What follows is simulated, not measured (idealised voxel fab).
You're looking at the process module voxel transistor to metal.
We display cut, a cross-section 200 nm in width whose square cells are each 5 nm.
Cross-section, as written here: a square-cell grid given band by band from the top down, where a band holds one or more rows of cells.
Each band's line starts with the height of the band's top and of its bottom, in nm. Then come its materials from left to right, each with its width in nm. One material with "edge to edge" fills the band from edge to edge. "empty" is empty space.
Height 0 is the level under which the wafer as received is all one material. The lowest band goes on downwards, as in "0 and below".
The notation "30->40" denotes a width that varies across the rows of cells in the band, beginning at the first number in the top row, finishing at the second number in the bottom row, and changing by an identical amount from each row to the next.
Given "no change occurred" for a step, no cell of the cross-section differs between before and after that step.
Closed empty spaces (no open way to the top) of 8 cells or more are what "Closed-off voids" lists, each as width x height at distance from the left edge, nm for all three.
That trailing text on a step's line, after the settings, is the simulator's own remark on the step.
"overlay nm" denotes, for a step that has a mask, the displacement of the mask to the right of its planned place, with negative values corresponding to the left.

## Process steps foreseen in the plan
step 1: RECEIVE: material Si
step 2: CONFORMAL_DEP: material SiO2, thk nm 5
step 3: CONFORMAL_DEP: material SiN, thk nm 15
step 4: DIRECTIONAL_DEP: material aC, thk nm 15
step 5: PATTERN: tone cover, mask id ACTIVE, material resist, width nm 125, thk nm 35, overlay nm 0
step 6: DIRECTIONAL_ETCH: etch materials aC, depth nm 15
step 7: STRIP: etch materials resist
step 8: DIRECTIONAL_ETCH: etch materials SiN, depth nm 15
step 9: DIRECTIONAL_ETCH: etch materials SiO2, depth nm 5
step 10: DIRECTIONAL_ETCH: etch materials Si, depth nm 25
step 11: STRIP: etch materials aC
step 12: OXIDIZE: depth nm 5
step 13: FILL_DEP: material SiO2, thk nm 5
step 14: CMP: height nm 20
step 15: SELECTIVE_ETCH: etch materials SiO2, depth nm 5
step 16: STRIP: etch materials SiN
step 17: SELECTIVE_ETCH: etch materials SiO2, depth nm 5
step 18: OXIDIZE: depth nm 5
step 19: DIRECTIONAL_DEP: material polySi, thk nm 30
step 20: DIRECTIONAL_DEP: material SiCN, thk nm 15
step 21: PATTERN: tone cover, mask id GATE, material resist, width nm 25, thk nm 15, overlay nm 0
step 22: DIRECTIONAL_ETCH: etch materials SiCN, depth nm 25
step 23: DIRECTIONAL_ETCH: etch materials polySi, depth nm 40
step 24: STRIP: etch materials resist
step 25: CONFORMAL_DEP: material SiO2, thk nm 5
step 26: DIRECTIONAL_ETCH: etch materials SiO2, depth nm 5
step 27: CONFORMAL_DEP: material SiN, thk nm 5
step 28: DIRECTIONAL_ETCH: etch materials SiN, depth nm 5
step 29: DIRECTIONAL_ETCH: etch materials SiO2, depth nm 5
step 30: DIRECTIONAL_ETCH: etch materials Si, depth nm 15
step 31: EPI: material SiGe, thk nm 20
step 32: FILL_DEP: material SiO2, thk nm 10
step 33: CMP: height nm 45
step 34: DIRECTIONAL_DEP: material SiO2, thk nm 15
step 35: MASKED_ETCH: tone open, mask id CONTACT, width nm 20, pitch nm 85, etch materials SiO2, depth nm 60, overlay nm 0
step 36: CONFORMAL_DEP: material TiN, thk nm 5
step 37: FILL_DEP: material Ru, thk nm 10
step 38: CMP: height nm 60
step 39: CONFORMAL_DEP: material SiCN, thk nm 5
step 40: DIRECTIONAL_DEP: material SiO2, thk nm 25
step 41: DIRECTIONAL_DEP: material aC, thk nm 15
step 42: PATTERN: tone open, mask id METAL_1, material resist, width nm 20, pitch nm 85, thk nm 30, overlay nm 0
step 43: DIRECTIONAL_ETCH: etch materials aC, depth nm 15
step 44: STRIP: etch materials resist
step 45: DIRECTIONAL_ETCH: etch materials SiO2, depth nm 25
step 46: DIRECTIONAL_ETCH: etch materials SiCN, depth nm 5
step 47: STRIP: etch materials aC
step 48: CONFORMAL_DEP: material TiN, thk nm 5
step 49: FILL_DEP: material Ru, thk nm 10
step 50: CMP: height nm 90
step 51: CONFORMAL_DEP: material SiCN, thk nm 5

## Wafer at receipt (post step 1), cross-section
    0 and below: Si edge to edge
    Closed-off voids: none

## Here's the cross-section of the first of our two wafers at the end of the module - it ran as planned
    95 down to 90: SiCN edge to edge
    90 down to 65: 45 SiO2  5 TiN  10 Ru  5 TiN  65 SiO2  5 TiN  10 Ru  5 TiN  50 SiO2
    65 down to 60: 45 SiCN  20 TiN  65 SiCN  20 TiN  50 SiCN
    60 down to 45: 45 SiO2  5 TiN  10 Ru  5 TiN  65 SiO2  5 TiN  10 Ru  5 TiN  50 SiO2
    45 down to 30: 45 SiO2  5 TiN  10 Ru  5 TiN  10 SiO2  5 SiN  5 SiO2  25 SiCN  5 SiO2  5 SiN  10 SiO2  5 TiN  10 Ru  5 TiN  50 SiO2
    30 down to 20: 45 SiO2  5 TiN  10 Ru  5 TiN  10 SiO2  5 SiN  5 SiO2  25 polySi  5 SiO2  5 SiN  10 SiO2  5 TiN  10 Ru  5 TiN  50 SiO2
    20 down to 15: 45 SiO2  20 TiN  10 SiO2  5 SiN  5 SiO2  25 polySi  5 SiO2  5 SiN  10 SiO2  20 TiN  50 SiO2
    15 down to 10: 45 SiO2  10 TiN  20 SiGe  5 SiN  5 SiO2  25 polySi  5 SiO2  5 SiN  20 SiGe  10 TiN  50 SiO2
    10 down to 0: 35 SiO2  5 SiN  5 SiO2  10 TiN  20 SiGe  5 SiN  5 SiO2  25 polySi  5 SiO2  5 SiN  20 SiGe  10 TiN  5 SiO2  5 SiN  40 SiO2
    0 down to -5: 40 SiO2  35 SiGe  45 SiO2  35 SiGe  45 SiO2
    -5 down to -20: 40 SiO2  35 SiGe  45 Si  35 SiGe  45 SiO2
    -20 down to -30: 40 SiO2  115 Si  45 SiO2
    -30 and below: Si edge to edge
    Closed-off voids: none

## second wafer at the end: like start, like plan, one mistake
    95 down to 90: SiCN edge to edge
    90 down to 65: 45 SiO2  5 TiN  10 Ru  5 TiN  65 SiO2  5 TiN  10 Ru  5 TiN  50 SiO2
    65 down to 60: 45 SiCN  20 TiN  65 SiCN  20 TiN  50 SiCN
    60 down to 45: 40 SiO2  5 TiN  20 Ru  5 TiN  55 SiO2  5 TiN  20 Ru  5 TiN  45 SiO2
    45 down to 30: 40 SiO2  5 TiN  20 Ru  5 TiN  5 SiO2  5 SiN  5 SiO2  25 SiCN  5 SiO2  5 SiN  5 SiO2  5 TiN  20 Ru  5 TiN  45 SiO2
    30 down to 20: 40 SiO2  5 TiN  20 Ru  5 TiN  5 SiO2  5 SiN  5 SiO2  25 polySi  5 SiO2  5 SiN  5 SiO2  5 TiN  20 Ru  5 TiN  45 SiO2
    20 down to 15: 40 SiO2  5 TiN  5 Ru  20 TiN  5 SiO2  5 SiN  5 SiO2  25 polySi  5 SiO2  5 SiN  5 SiO2  20 TiN  5 Ru  5 TiN  45 SiO2
    15 down to 10: 40 SiO2  5 TiN  5 Ru  5 TiN  20 SiGe  5 SiN  5 SiO2  25 polySi  5 SiO2  5 SiN  20 SiGe  5 TiN  5 Ru  5 TiN  45 SiO2
    10 down to 5: 35 SiO2  5 SiN  5 TiN  5 Ru  5 TiN  20 SiGe  5 SiN  5 SiO2  25 polySi  5 SiO2  5 SiN  20 SiGe  5 TiN  5 Ru  5 TiN  5 SiN  40 SiO2
    5 down to 0: 35 SiO2  5 SiN  15 TiN  20 SiGe  5 SiN  5 SiO2  25 polySi  5 SiO2  5 SiN  20 SiGe  15 TiN  5 SiN  40 SiO2
    0 down to -5: 40 SiO2  35 SiGe  45 SiO2  35 SiGe  45 SiO2
    -5 down to -20: 40 SiO2  35 SiGe  45 Si  35 SiGe  45 SiO2
    -20 down to -30: 40 SiO2  115 Si  45 SiO2
    -30 and below: Si edge to edge
    Closed-off voids: none
What broke from the plan during processing? step 35 did not happen as planned, as run it was MASKED_ETCH: tone open, mask id CONTACT, width nm 30, pitch nm 85, etch materials SiO2, depth nm 60, overlay nm 0
Final comparison by cell count, materials where the second wafer has more or fewer than the first: +38 Ru | -42 SiO2 | +4 TiN
